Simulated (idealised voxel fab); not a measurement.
process module | voxel ribs on slabs
The width of the displayed cross-section, cut, is 270 nm; its cells are square, with a size of 5 nm.
When this document writes out a cross-section, it uses a grid of square cells and lists it as bands, beginning at the top and moving down, with a band standing for one or more rows of cells.
What a band's entry tells you: where the top is and where the bottom is, as heights in nm, and after that what lies inside, material by material from left to right, each with its width in nm. Empty space is written as the word "blank", and a single material marked with the word "full width" occupies the band from edge to edge.
Zero point of the height axis is 0; under it, received wafer = one material. Lowest band: continues down indefinitely, "0 and below".
The two numbers in a width such as "30 to 40" mark its ends across the band: the first belongs to the top row of cells, the second to the bottom row, and from each row to the next the width moves by the same amount.
Any step labelled "no change occurred" changed none of the cells in the cross-section.
For the entry "Closed-off voids", the listed items are empty spaces with no open way to the top whose size is 8 cells or more; each item follows the pattern width x height at distance, where distance is from the left edge and all three are in nm.
Past the settings on a step's line: simulator remark, on that step.
You can add "overlay nm" to a step's line. For a step with a mask, it describes how far the mask lay to the right of its planned position, and a negative number describes a lay to the left.
The planned process steps are enumerated hereunder
1,RECEIVE, material Si
2,DIRECTIONAL_DEP, material SiO2, thk nm 25
3,DIRECTIONAL_DEP, material polySi, thk nm 25
4,DIRECTIONAL_DEP, material aC, thk nm 15
5,PATTERN, tone cover, mask id RIB, material resist, width nm 15, thk nm 35, overlay nm 0
6,DIRECTIONAL_ETCH, etch materials aC, depth nm 15
7,STRIP, etch materials resist
8,DIRECTIONAL_ETCH, etch materials polySi, depth nm 15
9,STRIP, etch materials aC
10,PATTERN, tone cover, mask id SLAB, material resist, width nm 75, thk nm 20, overlay nm 0
11,DIRECTIONAL_ETCH, etch materials polySi, depth nm 10
12,STRIP, etch materials resist
13,FILL_DEP, material SiO2, thk nm 20
14,CMP, height nm 60
15,DIRECTIONAL_DEP, material W, thk nm 5
16,DIRECTIONAL_DEP, material aC, thk nm 10
17,PATTERN, tone cover, mask id HEATER, material resist, width nm 25, thk nm 30, overlay nm 0
18,DIRECTIONAL_ETCH, etch materials aC, depth nm 10
19,STRIP, etch materials resist
20,DIRECTIONAL_ETCH, etch materials W, depth nm 5
21,STRIP, etch materials aC
22,CONFORMAL_DEP, material SiO2, thk nm 5
Cross-section of the incoming wafer, state after step 1
0 and below = Si full width
Closed-off voids: none
The following cross-section depicts the wafer upon conclusion of the module. Processing commenced from the starting condition illustrated above and adhered to the plan illustrated above, save for one mistake in execution
70 down to 65 = blank (115)  SiO2 (35)  blank (120)
65 down to 60 = SiO2 (120)  W (25)  SiO2 (125)
60 down to 50 = SiO2 full width
50 down to 25 = polySi full width
25 down to 0 = SiO2 full width
0 and below = Si full width
Closed-off voids: none
What broke from the plan during processing? step 4 went in with a setting other than planned; the actual run was DIRECTIONAL_DEP, material SiO2, thk nm 15
